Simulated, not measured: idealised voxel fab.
Module name: voxel transistor to metal (process module)
The cross-section shown here is cut; it is 190 nm wide and divided into square cells measuring 5 nm on a side.
When this document writes out a cross-section, it uses a grid of square cells and lists it as bands, beginning at the top and moving down, with a band standing for one or more rows of cells. Within each band entry, the heights of the top and of the bottom of the band appear first, in that order and in nm; the materials of the band then follow from left to right, each with its corresponding width in nm. The designation "throughout" on a single material indicates that it fills the band from edge to edge; the designation "empty" indicates empty space. All heights in this document are referenced to 0, defined as the level beneath which the wafer, as received, consists entirely of one material. The lowest band is not bounded below; it extends indefinitely downward and is written in the form "0..down". The expression "30->40" gives the width at the extremes of the band, the first number at its top row of cells and the second at its bottom row, with the width changing by equal amounts from each row to the next in between. Where the words "nothing different" appear for a step, the cross-section shows no cell changed by that step; every cell remained as before. Enclosed voids (no open way to top), threshold 8 cells or more, entry "Voids, fully enclosed", notation width x height at distance, distance from left edge, nm. Step line, after settings: the simulator's comment on this step. overlay nm: right-of-plan distance of the mask on a masked step; negative values mean left-of-plan.

The steps planned for the process are as follows
1. RECEIVE with material Si
2. OXIDIZE with depth nm 5
3. CONFORMAL_DEP with material SiN, thk nm 10
4. MASKED_ETCH with tone cover, mask id ACTIVE, width nm 100, etch materials SiN, depth nm 10, overlay nm 0
5. MASKED_ETCH with tone cover, mask id ACTIVE, width nm 100, etch materials SiO2, depth nm 5, overlay nm 0
6. MASKED_ETCH with tone cover, mask id ACTIVE, width nm 100, etch materials Si, depth nm 35, overlay nm 0
7. OXIDIZE with depth nm 5
8. FILL_DEP with material SiO2, thk nm 15
9. CMP with height nm 10
10. SELECTIVE_ETCH with etch materials SiO2, depth nm 5
11. STRIP with etch materials SiN
12. SELECTIVE_ETCH with etch materials SiO2, depth nm 5
13. OXIDIZE with depth nm 5
14. DIRECTIONAL_DEP with material polySi, thk nm 20
15. DIRECTIONAL_DEP with material SiCN, thk nm 10
16. PATTERN with tone cover, mask id GATE, material resist, width nm 20, thk nm 20, overlay nm 0
17. DIRECTIONAL_ETCH with etch materials SiCN, depth nm 20
18. DIRECTIONAL_ETCH with etch materials polySi, depth nm 30
19. STRIP with etch materials resist
20. CONFORMAL_DEP with material SiO2, thk nm 5
21. DIRECTIONAL_ETCH with etch materials SiO2, depth nm 5
22. CONFORMAL_DEP with material SiN, thk nm 10
23. DIRECTIONAL_ETCH with etch materials SiN, depth nm 10
24. DIRECTIONAL_ETCH with etch materials SiO2, depth nm 5
25. DIRECTIONAL_ETCH with etch materials Si, depth nm 10
26. EPI with material nSi, thk nm 15
27. FILL_DEP with material SiO2, thk nm 10
28. CMP with height nm 25
29. DIRECTIONAL_DEP with material SiO2, thk nm 15
30. PATTERN with tone open, mask id CONTACT, material resist, width nm 15, pitch nm 75, thk nm 20, overlay nm 0
31. DIRECTIONAL_ETCH with etch materials SiO2, depth nm 35
32. STRIP with etch materials resist
33. CONFORMAL_DEP with material TiN, thk nm 5
34. FILL_DEP with material Ru, thk nm 10
35. CMP with height nm 40
36. CONFORMAL_DEP with material SiCN, thk nm 5
37. DIRECTIONAL_DEP with material lowk, thk nm 15
38. PATTERN with tone open, mask id METAL_1, material resist, width nm 15, pitch nm 75, thk nm 20, overlay nm 0
39. DIRECTIONAL_ETCH with etch materials lowk, depth nm 15
40. DIRECTIONAL_ETCH with etch materials SiCN, depth nm 5
41. STRIP with etch materials resist
42. CONFORMAL_DEP with material TiN, thk nm 5
43. FILL_DEP with material Ru, thk nm 5
44. CMP with height nm 60
45. CONFORMAL_DEP with material SiN, thk nm 5

First of the two wafers, run per plan

As received, after step 1
* 0..down  Si throughout
* Voids, fully enclosed: none

Cross-sectional representation of the wafer at the conclusion of step 2
* 0..-5  SiO2 throughout
* Under the height -5 nothing was changed.

Cross-sectional representation of the wafer at the conclusion of step 3
* 10..0  SiN throughout
* Under the height 0 nothing was changed.

Cross-sectional representation of the wafer at the conclusion of step 4
* 10..0  empty=45 / SiN=100 / empty=45
* Under the height 0 nothing was changed.

Cross-sectional representation of the wafer at the conclusion of step 5
* 10..0  empty=45 / SiN=100 / empty=45
* 0..-5  empty=45 / SiO2=100 / empty=45
* Under the height -5 nothing was changed.

Cross-sectional representation of the wafer at the conclusion of step 6
* 10..0  empty=45 / SiN=100 / empty=45
* 0..-5  empty=45 / SiO2=100 / empty=45
* -5..-40  empty=45 / Si=100 / empty=45
* Under the height -40 nothing was changed.

Cross-sectional representation of the wafer at the conclusion of step 7
* 10..0  empty=45 / SiN=100 / empty=45
* 0..-5  empty=45 / SiO2=100 / empty=45
* -5..-40  empty=45 / SiO2=5 / Si=90 / SiO2=5 / empty=45
* -40..-45  SiO2=50 / Si=90 / SiO2=50
* Under the height -45 nothing was changed.

Cross-sectional representation of the wafer at the conclusion of step 8
* 25..10  SiO2 throughout
* 10..0  SiO2=45 / SiN=100 / SiO2=45
* 0..-5  SiO2 throughout
* -5..-45  SiO2=50 / Si=90 / SiO2=50
* Under the height -45 nothing was changed.

Cross-sectional representation of the wafer at the conclusion of step 9
* 10..0  SiO2=45 / SiN=100 / SiO2=45
* Under the height 0 nothing was changed.

Cross-sectional representation of the wafer at the conclusion of step 10
* 10..5  empty=45 / SiN=100 / empty=45
* Under the height 5 nothing was changed.

Cross-sectional representation of the wafer at the conclusion of step 11
* 5..0  SiO2=45 / empty=100 / SiO2=45
* Under the height 0 nothing was changed.

Cross-sectional representation of the wafer at the conclusion of step 12
* 0..-5  SiO2=40 / empty=110 / SiO2=40
* Under the height -5 nothing was changed.

Cross-sectional representation of the wafer at the conclusion of step 13
* 0..-5  SiO2=40 / empty=110 / SiO2=40
* -5..-10  SiO2 throughout
* Under the height -10 nothing was changed.

Cross-sectional representation of the wafer at the conclusion of step 14
* 20..15  polySi=40 / empty=110 / polySi=40
* 15..0  polySi throughout
* 0..-5  SiO2=40 / polySi=110 / SiO2=40
* Under the height -5 nothing was changed.

Cross-sectional representation of the wafer at the conclusion of step 15
* 30..25  SiCN=40 / empty=110 / SiCN=40
* 25..20  SiCN throughout
* 20..15  polySi=40 / SiCN=110 / polySi=40
* Under the height 15 nothing was changed.

Cross-sectional representation of the wafer at the conclusion of step 16
* 50..30  empty=85 / resist=20 / empty=85
* 30..25  SiCN=40 / empty=45 / resist=20 / empty=45 / SiCN=40
* Under the height 25 nothing was changed.

Cross-sectional representation of the wafer at the conclusion of step 17
* 50..25  empty=85 / resist=20 / empty=85
* 25..20  empty=85 / SiCN=20 / empty=85
* 20..15  polySi=40 / empty=45 / SiCN=20 / empty=45 / polySi=40
* Under the height 15 nothing was changed.

Cross-sectional representation of the wafer at the conclusion of step 18
* 50..25  empty=85 / resist=20 / empty=85
* 25..15  empty=85 / SiCN=20 / empty=85
* 15..0  empty=85 / polySi=20 / empty=85
* 0..-5  SiO2=40 / empty=45 / polySi=20 / empty=45 / SiO2=40
* Under the height -5 nothing was changed.

Cross-sectional representation of the wafer at the conclusion of step 19
* 25..15  empty=85 / SiCN=20 / empty=85
* Under the height 15 nothing was changed.

Cross-sectional representation of the wafer at the conclusion of step 20
* 30..25  empty=80 / SiO2=30 / empty=80
* 25..15  empty=80 / SiO2=5 / SiCN=20 / SiO2=5 / empty=80
* 15..5  empty=80 / SiO2=5 / polySi=20 / SiO2=5 / empty=80
* 5..0  SiO2=45 / empty=35 / SiO2=5 / polySi=20 / SiO2=5 / empty=35 / SiO2=45
* 0..-5  SiO2=85 / polySi=20 / SiO2=85
* Under the height -5 nothing was changed.

Cross-sectional representation of the wafer at the conclusion of step 21
* 25..15  empty=80 / SiO2=5 / SiCN=20 / SiO2=5 / empty=80
* 15..0  empty=80 / SiO2=5 / polySi=20 / SiO2=5 / empty=80
* 0..-5  SiO2=45 / empty=35 / SiO2=5 / polySi=20 / SiO2=5 / empty=35 / SiO2=45
* Under the height -5 nothing was changed.

Cross-sectional representation of the wafer at the conclusion of step 22
* 35..25  empty=70 / SiN=50 / empty=70
* 25..15  empty=70 / SiN=10 / SiO2=5 / SiCN=20 / SiO2=5 / SiN=10 / empty=70
* 15..10  empty=70 / SiN=10 / SiO2=5 / polySi=20 / SiO2=5 / SiN=10 / empty=70
* 10..5  SiN=55 / empty=15 / SiN=10 / SiO2=5 / polySi=20 / SiO2=5 / SiN=10 / empty=15 / SiN=55
* 5..0  SiN=80 / SiO2=5 / polySi=20 / SiO2=5 / SiN=80
* 0..-5  SiO2=45 / SiN=35 / SiO2=5 / polySi=20 / SiO2=5 / SiN=35 / SiO2=45
* Under the height -5 nothing was changed.

Cross-sectional representation of the wafer at the conclusion of step 23
* 25..15  empty=70 / SiN=10 / SiO2=5 / SiCN=20 / SiO2=5 / SiN=10 / empty=70
* 15..0  empty=70 / SiN=10 / SiO2=5 / polySi=20 / SiO2=5 / SiN=10 / empty=70
* 0..-5  SiO2=45 / SiN=10 / empty=15 / SiN=10 / SiO2=5 / polySi=20 / SiO2=5 / SiN=10 / empty=15 / SiN=10 / SiO2=45
* Under the height -5 nothing was changed.

Cross-sectional representation of the wafer at the conclusion of step 24
* 25..20  empty=70 / SiN=10 / empty=5 / SiCN=20 / empty=5 / SiN=10 / empty=70
* 20..15  empty=70 / SiN=10 / SiO2=5 / SiCN=20 / SiO2=5 / SiN=10 / empty=70
* 15..0  empty=70 / SiN=10 / SiO2=5 / polySi=20 / SiO2=5 / SiN=10 / empty=70
* 0..-5  empty=45 / SiN=10 / empty=15 / SiN=10 / SiO2=5 / polySi=20 / SiO2=5 / SiN=10 / empty=15 / SiN=10 / empty=45
* -5..-10  SiO2=55 / empty=15 / SiO2=50 / empty=15 / SiO2=55
* Under the height -10 nothing was changed.

Cross-sectional representation of the wafer at the conclusion of step 25
* 25..20  empty=70 / SiN=10 / empty=5 / SiCN=20 / empty=5 / SiN=10 / empty=70
* 20..15  empty=70 / SiN=10 / SiO2=5 / SiCN=20 / SiO2=5 / SiN=10 / empty=70
* 15..0  empty=70 / SiN=10 / SiO2=5 / polySi=20 / SiO2=5 / SiN=10 / empty=70
* 0..-5  empty=45 / SiN=10 / empty=15 / SiN=10 / SiO2=5 / polySi=20 / SiO2=5 / SiN=10 / empty=15 / SiN=10 / empty=45
* -5..-10  SiO2=55 / empty=15 / SiO2=50 / empty=15 / SiO2=55
* -10..-20  SiO2=50 / Si=5 / empty=15 / Si=50 / empty=15 / Si=5 / SiO2=50
* Under the height -20 nothing was changed.

Cross-sectional representation of the wafer at the conclusion of step 26
* 25..20  empty=70 / SiN=10 / empty=5 / SiCN=20 / empty=5 / SiN=10 / empty=70
* 20..15  empty=70 / SiN=10 / SiO2=5 / SiCN=20 / SiO2=5 / SiN=10 / empty=70
* 15..5  empty=70 / SiN=10 / SiO2=5 / polySi=20 / SiO2=5 / SiN=10 / empty=70
* 5..0  empty=50 / nSi=20 / SiN=10 / SiO2=5 / polySi=20 / SiO2=5 / SiN=10 / nSi=20 / empty=50
* 0..-5  empty=45 / SiN=10 / nSi=15 / SiN=10 / SiO2=5 / polySi=20 / SiO2=5 / SiN=10 / nSi=15 / SiN=10 / empty=45
* -5..-10  SiO2=55 / nSi=15 / SiO2=50 / nSi=15 / SiO2=55
* -10..-20  SiO2=50 / Si=5 / nSi=15 / Si=50 / nSi=15 / Si=5 / SiO2=50
* Under the height -20 nothing was changed.

Cross-sectional representation of the wafer at the conclusion of step 27
* 35..25  SiO2 throughout
* 25..15  SiO2=70 / SiN=10 / SiO2=5 / SiCN=20 / SiO2=5 / SiN=10 / SiO2=70
* 15..5  SiO2=70 / SiN=10 / SiO2=5 / polySi=20 / SiO2=5 / SiN=10 / SiO2=70
* 5..0  SiO2=50 / nSi=20 / SiN=10 / SiO2=5 / polySi=20 / SiO2=5 / SiN=10 / nSi=20 / SiO2=50
* 0..-5  SiO2=45 / SiN=10 / nSi=15 / SiN=10 / SiO2=5 / polySi=20 / SiO2=5 / SiN=10 / nSi=15 / SiN=10 / SiO2=45
* Under the height -5 nothing was changed.

Cross-sectional representation of the wafer at the conclusion of step 28
* 25..15  SiO2=70 / SiN=10 / SiO2=5 / SiCN=20 / SiO2=5 / SiN=10 / SiO2=70
* Under the height 15 nothing was changed.

Cross-sectional representation of the wafer at the conclusion of step 29
* 40..25  SiO2 throughout
* Under the height 25 nothing was changed.

Cross-sectional representation of the wafer at the conclusion of step 30
* 60..40  resist=50 / empty=15 / resist=60 / empty=15 / resist=50
* Under the height 40 nothing was changed.

Cross-sectional representation of the wafer at the conclusion of step 31
* 60..40  resist=50 / empty=15 / resist=60 / empty=15 / resist=50
* 40..25  SiO2=50 / empty=15 / SiO2=60 / empty=15 / SiO2=50
* 25..15  SiO2=50 / empty=15 / SiO2=5 / SiN=10 / SiO2=5 / SiCN=20 / SiO2=5 / SiN=10 / SiO2=5 / empty=15 / SiO2=50
* 15..5  SiO2=50 / empty=15 / SiO2=5 / SiN=10 / SiO2=5 / polySi=20 / SiO2=5 / SiN=10 / SiO2=5 / empty=15 / SiO2=50
* Under the height 5 nothing was changed.

Cross-sectional representation of the wafer at the conclusion of step 32
* 40..25  SiO2=50 / empty=15 / SiO2=60 / empty=15 / SiO2=50
* Under the height 25 nothing was changed.

Cross-sectional representation of the wafer at the conclusion of step 33
* 45..40  TiN=55 / empty=5 / TiN=70 / empty=5 / TiN=55
* 40..25  SiO2=50 / TiN=5 / empty=5 / TiN=5 / SiO2=60 / TiN=5 / empty=5 / TiN=5 / SiO2=50
* 25..15  SiO2=50 / TiN=5 / empty=5 / TiN=5 / SiO2=5 / SiN=10 / SiO2=5 / SiCN=20 / SiO2=5 / SiN=10 / SiO2=5 / TiN=5 / empty=5 / TiN=5 / SiO2=50
* 15..10  SiO2=50 / TiN=5 / empty=5 / TiN=5 / SiO2=5 / SiN=10 / SiO2=5 / polySi=20 / SiO2=5 / SiN=10 / SiO2=5 / TiN=5 / empty=5 / TiN=5 / SiO2=50
* 10..5  SiO2=50 / TiN=15 / SiO2=5 / SiN=10 / SiO2=5 / polySi=20 / SiO2=5 / SiN=10 / SiO2=5 / TiN=15 / SiO2=50
* Under the height 5 nothing was changed.

Cross-sectional representation of the wafer at the conclusion of step 34
* 55..45  Ru throughout
* 45..40  TiN=55 / Ru=5 / TiN=70 / Ru=5 / TiN=55
* 40..25  SiO2=50 / TiN=5 / Ru=5 / TiN=5 / SiO2=60 / TiN=5 / Ru=5 / TiN=5 / SiO2=50
* 25..15  SiO2=50 / TiN=5 / Ru=5 / TiN=5 / SiO2=5 / SiN=10 / SiO2=5 / SiCN=20 / SiO2=5 / SiN=10 / SiO2=5 / TiN=5 / Ru=5 / TiN=5 / SiO2=50
* 15..10  SiO2=50 / TiN=5 / Ru=5 / TiN=5 / SiO2=5 / SiN=10 / SiO2=5 / polySi=20 / SiO2=5 / SiN=10 / SiO2=5 / TiN=5 / Ru=5 / TiN=5 / SiO2=50
* Under the height 10 nothing was changed.

Cross-sectional representation of the wafer at the conclusion of step 35
* 40..25  SiO2=50 / TiN=5 / Ru=5 / TiN=5 / SiO2=60 / TiN=5 / Ru=5 / TiN=5 / SiO2=50
* Under the height 25 nothing was changed.

Cross-sectional representation of the wafer at the conclusion of step 36
* 45..40  SiCN throughout
* Under the height 40 nothing was changed.

Cross-sectional representation of the wafer at the conclusion of step 37
* 60..45  lowk throughout
* Under the height 45 nothing was changed.

Cross-sectional representation of the wafer at the conclusion of step 38
* 80..60  resist=50 / empty=15 / resist=60 / empty=15 / resist=50
* Under the height 60 nothing was changed.

Cross-sectional representation of the wafer at the conclusion of step 39
* 80..60  resist=50 / empty=15 / resist=60 / empty=15 / resist=50
* 60..45  lowk=50 / empty=15 / lowk=60 / empty=15 / lowk=50
* Under the height 45 nothing was changed.

Cross-sectional representation of the wafer at the conclusion of step 40
* 80..60  resist=50 / empty=15 / resist=60 / empty=15 / resist=50
* 60..45  lowk=50 / empty=15 / lowk=60 / empty=15 / lowk=50
* 45..40  SiCN=50 / empty=15 / SiCN=60 / empty=15 / SiCN=50
* Under the height 40 nothing was changed.

Cross-sectional representation of the wafer at the conclusion of step 41
* 60..45  lowk=50 / empty=15 / lowk=60 / empty=15 / lowk=50
* Under the height 45 nothing was changed.

Cross-sectional representation of the wafer at the conclusion of step 42
* 65..60  TiN=55 / empty=5 / TiN=70 / empty=5 / TiN=55
* 60..45  lowk=50 / TiN=5 / empty=5 / TiN=5 / lowk=60 / TiN=5 / empty=5 / TiN=5 / lowk=50
* 45..40  SiCN=50 / TiN=15 / SiCN=60 / TiN=15 / SiCN=50
* Under the height 40 nothing was changed.

Cross-sectional representation of the wafer at the conclusion of step 43
* 70..65  Ru throughout
* 65..60  TiN=55 / Ru=5 / TiN=70 / Ru=5 / TiN=55
* 60..45  lowk=50 / TiN=5 / Ru=5 / TiN=5 / lowk=60 / TiN=5 / Ru=5 / TiN=5 / lowk=50
* Under the height 45 nothing was changed.

Cross-sectional representation of the wafer at the conclusion of step 44
* 60..45  lowk=50 / TiN=5 / Ru=5 / TiN=5 / lowk=60 / TiN=5 / Ru=5 / TiN=5 / lowk=50
* Under the height 45 nothing was changed.

Cross-sectional representation of the wafer at the conclusion of step 45
* 65..60  SiN throughout
* Under the height 60 nothing was changed.

Second wafer - shared start and plan with the first - one error in running - same as the first up to step 11 inclusive

Planned end of step 12: second wafer, cross-section
* -5..-10  empty=50 / Si=90 / empty=50
* -10..-15  SiO2=30 / empty=20 / Si=90 / empty=20 / SiO2=30
* Under the height -15 nothing was changed.

Planned end of step 13: second wafer, cross-section
* -5..-10  empty=50 / SiO2=90 / empty=50
* -10..-15  SiO2=30 / empty=20 / SiO2=5 / Si=80 / SiO2=5 / empty=20 / SiO2=30
* -15..-20  SiO2=55 / Si=80 / SiO2=55
* Under the height -20 nothing was changed.

Planned end of step 14: second wafer, cross-section
* 15..10  empty=50 / polySi=90 / empty=50
* 10..5  polySi=30 / empty=20 / polySi=90 / empty=20 / polySi=30
* 5..-5  polySi throughout
* -5..-10  polySi=50 / SiO2=90 / polySi=50
* -10..-15  SiO2=30 / polySi=20 / SiO2=5 / Si=80 / SiO2=5 / polySi=20 / SiO2=30
* Under the height -15 nothing was changed.

Planned end of step 15: second wafer, cross-section
* 25..20  empty=50 / SiCN=90 / empty=50
* 20..15  SiCN=30 / empty=20 / SiCN=90 / empty=20 / SiCN=30
* 15..10  SiCN=50 / polySi=90 / SiCN=50
* 10..5  polySi=30 / SiCN=20 / polySi=90 / SiCN=20 / polySi=30
* Under the height 5 nothing was changed.

Planned end of step 16: second wafer, cross-section
* 45..25  empty=85 / resist=20 / empty=85
* Under the height 25 nothing was changed.

Planned end of step 17: second wafer, cross-section
* 45..25  empty=85 / resist=20 / empty=85
* 25..15  empty=85 / SiCN=20 / empty=85
* 15..10  empty=50 / polySi=90 / empty=50
* 10..5  polySi=30 / empty=20 / polySi=90 / empty=20 / polySi=30
* Under the height 5 nothing was changed.

Planned end of step 18: second wafer, cross-section
* 45..25  empty=85 / resist=20 / empty=85
* 25..15  empty=85 / SiCN=20 / empty=85
* 15..-5  empty=85 / polySi=20 / empty=85
* -5..-10  empty=50 / SiO2=90 / empty=50
* -10..-15  SiO2=30 / empty=20 / SiO2=5 / Si=80 / SiO2=5 / empty=20 / SiO2=30
* Under the height -15 nothing was changed.

Planned end of step 19: second wafer, cross-section
* 25..15  empty=85 / SiCN=20 / empty=85
* Under the height 15 nothing was changed.

Planned end of step 20: second wafer, cross-section
* 30..25  empty=80 / SiO2=30 / empty=80
* 25..15  empty=80 / SiO2=5 / SiCN=20 / SiO2=5 / empty=80
* 15..0  empty=80 / SiO2=5 / polySi=20 / SiO2=5 / empty=80
* 0..-5  empty=45 / SiO2=40 / polySi=20 / SiO2=40 / empty=45
* -5..-10  SiO2=35 / empty=10 / SiO2=100 / empty=10 / SiO2=35
* -10..-20  SiO2=55 / Si=80 / SiO2=55
* Under the height -20 nothing was changed.

Planned end of step 21: second wafer, cross-section
* 25..15  empty=80 / SiO2=5 / SiCN=20 / SiO2=5 / empty=80
* 15..-5  empty=80 / SiO2=5 / polySi=20 / SiO2=5 / empty=80
* -5..-10  empty=45 / SiO2=100 / empty=45
* -10..-15  SiO2=35 / empty=10 / SiO2=10 / Si=80 / SiO2=10 / empty=10 / SiO2=35
* Under the height -15 nothing was changed.

Planned end of step 22: second wafer, cross-section
* 35..25  empty=70 / SiN=50 / empty=70
* 25..15  empty=70 / SiN=10 / SiO2=5 / SiCN=20 / SiO2=5 / SiN=10 / empty=70
* 15..5  empty=70 / SiN=10 / SiO2=5 / polySi=20 / SiO2=5 / SiN=10 / empty=70
* 5..0  empty=35 / SiN=45 / SiO2=5 / polySi=20 / SiO2=5 / SiN=45 / empty=35
* 0..-5  SiN=80 / SiO2=5 / polySi=20 / SiO2=5 / SiN=80
* -5..-10  SiN=45 / SiO2=100 / SiN=45
* -10..-15  SiO2=35 / SiN=10 / SiO2=10 / Si=80 / SiO2=10 / SiN=10 / SiO2=35
* Under the height -15 nothing was changed.

Planned end of step 23: second wafer, cross-section
* 25..15  empty=70 / SiN=10 / SiO2=5 / SiCN=20 / SiO2=5 / SiN=10 / empty=70
* 15..-5  empty=70 / SiN=10 / SiO2=5 / polySi=20 / SiO2=5 / SiN=10 / empty=70
* -5..-10  empty=35 / SiN=10 / SiO2=100 / SiN=10 / empty=35
* Under the height -10 nothing was changed.

Planned end of step 24: second wafer, cross-section
* 25..20  empty=70 / SiN=10 / empty=5 / SiCN=20 / empty=5 / SiN=10 / empty=70
* 20..15  empty=70 / SiN=10 / SiO2=5 / SiCN=20 / SiO2=5 / SiN=10 / empty=70
* 15..-5  empty=70 / SiN=10 / SiO2=5 / polySi=20 / SiO2=5 / SiN=10 / empty=70
* -5..-10  empty=35 / SiN=10 / empty=25 / SiO2=50 / empty=25 / SiN=10 / empty=35
* -10..-15  empty=35 / SiN=10 / SiO2=10 / Si=80 / SiO2=10 / SiN=10 / empty=35
* Under the height -15 nothing was changed.

Planned end of step 25: second wafer, cross-section
* 25..20  empty=70 / SiN=10 / empty=5 / SiCN=20 / empty=5 / SiN=10 / empty=70
* 20..15  empty=70 / SiN=10 / SiO2=5 / SiCN=20 / SiO2=5 / SiN=10 / empty=70
* 15..-5  empty=70 / SiN=10 / SiO2=5 / polySi=20 / SiO2=5 / SiN=10 / empty=70
* -5..-10  empty=35 / SiN=10 / empty=25 / SiO2=50 / empty=25 / SiN=10 / empty=35
* -10..-15  empty=35 / SiN=10 / SiO2=10 / empty=15 / Si=50 / empty=15 / SiO2=10 / SiN=10 / empty=35
* -15..-20  SiO2=55 / empty=15 / Si=50 / empty=15 / SiO2=55
* Under the height -20 nothing was changed.

Planned end of step 26: second wafer, cross-section
* 25..20  empty=70 / SiN=10 / empty=5 / SiCN=20 / empty=5 / SiN=10 / empty=70
* 20..15  empty=70 / SiN=10 / SiO2=5 / SiCN=20 / SiO2=5 / SiN=10 / empty=70
* 15..5  empty=70 / SiN=10 / SiO2=5 / polySi=20 / SiO2=5 / SiN=10 / empty=70
* 5..-5  empty=55 / nSi=15 / SiN=10 / SiO2=5 / polySi=20 / SiO2=5 / SiN=10 / nSi=15 / empty=55
* -5..-10  empty=35 / SiN=10 / empty=5 / nSi=20 / SiO2=50 / nSi=20 / empty=5 / SiN=10 / empty=35
* -10..-15  empty=35 / SiN=10 / SiO2=10 / nSi=15 / Si=50 / nSi=15 / SiO2=10 / SiN=10 / empty=35
* -15..-20  SiO2=55 / nSi=15 / Si=50 / nSi=15 / SiO2=55
* Under the height -20 nothing was changed.

Planned end of step 27: second wafer, cross-section
* 35..25  SiO2 throughout
* 25..15  SiO2=70 / SiN=10 / SiO2=5 / SiCN=20 / SiO2=5 / SiN=10 / SiO2=70
* 15..5  SiO2=70 / SiN=10 / SiO2=5 / polySi=20 / SiO2=5 / SiN=10 / SiO2=70
* 5..-5  SiO2=55 / nSi=15 / SiN=10 / SiO2=5 / polySi=20 / SiO2=5 / SiN=10 / nSi=15 / SiO2=55
* -5..-10  SiO2=35 / SiN=10 / SiO2=5 / nSi=20 / SiO2=50 / nSi=20 / SiO2=5 / SiN=10 / SiO2=35
* -10..-15  SiO2=35 / SiN=10 / SiO2=10 / nSi=15 / Si=50 / nSi=15 / SiO2=10 / SiN=10 / SiO2=35
* Under the height -15 nothing was changed.

Planned end of step 28: second wafer, cross-section
* 25..15  SiO2=70 / SiN=10 / SiO2=5 / SiCN=20 / SiO2=5 / SiN=10 / SiO2=70
* Under the height 15 nothing was changed.

Planned end of step 29: second wafer, cross-section
* 40..25  SiO2 throughout
* Under the height 25 nothing was changed.

Planned end of step 30: second wafer, cross-section
* 60..40  resist=50 / empty=15 / resist=60 / empty=15 / resist=50
* Under the height 40 nothing was changed.

Planned end of step 31: second wafer, cross-section
* 60..40  resist=50 / empty=15 / resist=60 / empty=15 / resist=50
* 40..25  SiO2=50 / empty=15 / SiO2=60 / empty=15 / SiO2=50
* 25..15  SiO2=50 / empty=15 / SiO2=5 / SiN=10 / SiO2=5 / SiCN=20 / SiO2=5 / SiN=10 / SiO2=5 / empty=15 / SiO2=50
* 15..5  SiO2=50 / empty=15 / SiO2=5 / SiN=10 / SiO2=5 / polySi=20 / SiO2=5 / SiN=10 / SiO2=5 / empty=15 / SiO2=50
* Under the height 5 nothing was changed.

Planned end of step 32: second wafer, cross-section
* 40..25  SiO2=50 / empty=15 / SiO2=60 / empty=15 / SiO2=50
* Under the height 25 nothing was changed.

Planned end of step 33: second wafer, cross-section
* 45..40  TiN=55 / empty=5 / TiN=70 / empty=5 / TiN=55
* 40..25  SiO2=50 / TiN=5 / empty=5 / TiN=5 / SiO2=60 / TiN=5 / empty=5 / TiN=5 / SiO2=50
* 25..15  SiO2=50 / TiN=5 / empty=5 / TiN=5 / SiO2=5 / SiN=10 / SiO2=5 / SiCN=20 / SiO2=5 / SiN=10 / SiO2=5 / TiN=5 / empty=5 / TiN=5 / SiO2=50
* 15..10  SiO2=50 / TiN=5 / empty=5 / TiN=5 / SiO2=5 / SiN=10 / SiO2=5 / polySi=20 / SiO2=5 / SiN=10 / SiO2=5 / TiN=5 / empty=5 / TiN=5 / SiO2=50
* 10..5  SiO2=50 / TiN=15 / SiO2=5 / SiN=10 / SiO2=5 / polySi=20 / SiO2=5 / SiN=10 / SiO2=5 / TiN=15 / SiO2=50
* Under the height 5 nothing was changed.

Planned end of step 34: second wafer, cross-section
* 55..45  Ru throughout
* 45..40  TiN=55 / Ru=5 / TiN=70 / Ru=5 / TiN=55
* 40..25  SiO2=50 / TiN=5 / Ru=5 / TiN=5 / SiO2=60 / TiN=5 / Ru=5 / TiN=5 / SiO2=50
* 25..15  SiO2=50 / TiN=5 / Ru=5 / TiN=5 / SiO2=5 / SiN=10 / SiO2=5 / SiCN=20 / SiO2=5 / SiN=10 / SiO2=5 / TiN=5 / Ru=5 / TiN=5 / SiO2=50
* 15..10  SiO2=50 / TiN=5 / Ru=5 / TiN=5 / SiO2=5 / SiN=10 / SiO2=5 / polySi=20 / SiO2=5 / SiN=10 / SiO2=5 / TiN=5 / Ru=5 / TiN=5 / SiO2=50
* Under the height 10 nothing was changed.

Planned end of step 35: second wafer, cross-section
* 40..25  SiO2=50 / TiN=5 / Ru=5 / TiN=5 / SiO2=60 / TiN=5 / Ru=5 / TiN=5 / SiO2=50
* Under the height 25 nothing was changed.

Planned end of step 36: second wafer, cross-section
* 45..40  SiCN throughout
* Under the height 40 nothing was changed.

Planned end of step 37: second wafer, cross-section
* 60..45  lowk throughout
* Under the height 45 nothing was changed.

Planned end of step 38: second wafer, cross-section
* 80..60  resist=50 / empty=15 / resist=60 / empty=15 / resist=50
* Under the height 60 nothing was changed.

Planned end of step 39: second wafer, cross-section
* 80..60  resist=50 / empty=15 / resist=60 / empty=15 / resist=50
* 60..45  lowk=50 / empty=15 / lowk=60 / empty=15 / lowk=50
* Under the height 45 nothing was changed.

Planned end of step 40: second wafer, cross-section
* 80..60  resist=50 / empty=15 / resist=60 / empty=15 / resist=50
* 60..45  lowk=50 / empty=15 / lowk=60 / empty=15 / lowk=50
* 45..40  SiCN=50 / empty=15 / SiCN=60 / empty=15 / SiCN=50
* Under the height 40 nothing was changed.

Planned end of step 41: second wafer, cross-section
* 60..45  lowk=50 / empty=15 / lowk=60 / empty=15 / lowk=50
* Under the height 45 nothing was changed.

Planned end of step 42: second wafer, cross-section
* 65..60  TiN=55 / empty=5 / TiN=70 / empty=5 / TiN=55
* 60..45  lowk=50 / TiN=5 / empty=5 / TiN=5 / lowk=60 / TiN=5 / empty=5 / TiN=5 / lowk=50
* 45..40  SiCN=50 / TiN=15 / SiCN=60 / TiN=15 / SiCN=50
* Under the height 40 nothing was changed.

Planned end of step 43: second wafer, cross-section
* 70..65  Ru throughout
* 65..60  TiN=55 / Ru=5 / TiN=70 / Ru=5 / TiN=55
* 60..45  lowk=50 / TiN=5 / Ru=5 / TiN=5 / lowk=60 / TiN=5 / Ru=5 / TiN=5 / lowk=50
* Under the height 45 nothing was changed.

Planned end of step 44: second wafer, cross-section
* 60..45  lowk=50 / TiN=5 / Ru=5 / TiN=5 / lowk=60 / TiN=5 / Ru=5 / TiN=5 / lowk=50
* Under the height 45 nothing was changed.

Planned end of step 45: second wafer, cross-section
* 65..60  SiN throughout
* Under the height 60 nothing was changed.
Run error: step 12 deviated from plan and actually ran as SELECTIVE_ETCH with etch materials SiO2, depth nm 15
The closing comparison, in cells, has the second wafer with more or fewer of some materials than the first: Si: 4 fewer, SiN: 4 more
